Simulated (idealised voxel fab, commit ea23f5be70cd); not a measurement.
process module | voxel local oxidation
cross-section cut | 255 nm wide | cells 5 nm
A cross-section is a grid of square cells, given in bands from the top down. A band is one or more rows of cells.
Each band's line starts with the height of the band's top and of its bottom, in nm. Then come its materials from left to right, each with its width in nm. One material with "throughout" fills the band from edge to edge. "air" is empty space.
Height 0 is the level under which the wafer as received is all one material. The lowest band goes on downwards, as in "0 down".
A width such as "30 to 40" changes by the same amount from each row of cells to the next, from the band's top row to its bottom row.
"no change" after a step means that no cell of the cross-section changed.
closed voids: empty space of 8 cells or more with no open way to the top, each as width x height at its distance from the left edge, in nm
after a step's settings: what the simulator itself notes on the step
overlay nm, on a step with a mask: how far to the right of its planned place the mask lay; to the left if negative
plan
1 op RECEIVE | material Si
2 op CONFORMAL_DEP | material SiO2 | thk nm 5
3 op CONFORMAL_DEP | material SiN | thk nm 15
4 op PATTERN | tone cover | mask id ACTIVE | material resist | width nm 105 | thk nm 15 | overlay nm 0
5 op DIRECTIONAL_ETCH | etch materials SiN | depth nm 15
6 op STRIP | etch materials resist
7 op SELECTIVE_ETCH | etch materials SiO2 | depth nm 5
8 op OXIDIZE | depth nm 10
9 op STRIP | etch materials SiN
as received, after step 1
  0 down: Si throughout
  closed voids: none
first wafer at the end, as planned
  5 to 0: air 80 | SiO2 95 | air 80
  0 to -10: SiO2 90 | Si 75 | SiO2 90
  -10 down: Si throughout
  closed voids: none
second wafer at the end: like start, like plan, one mistake
  5 to 0: air 70 | SiO2 95 | air 90
  0 to -10: SiO2 80 | Si 75 | SiO2 100
  -10 down: Si throughout
  closed voids: none
what went wrong: step 4 ran as: op PATTERN | tone cover | mask id ACTIVE | material resist | width nm 105 | thk nm 15 | overlay nm -10
at the end the second wafer has, in cells: as many of each material as the first, in other places
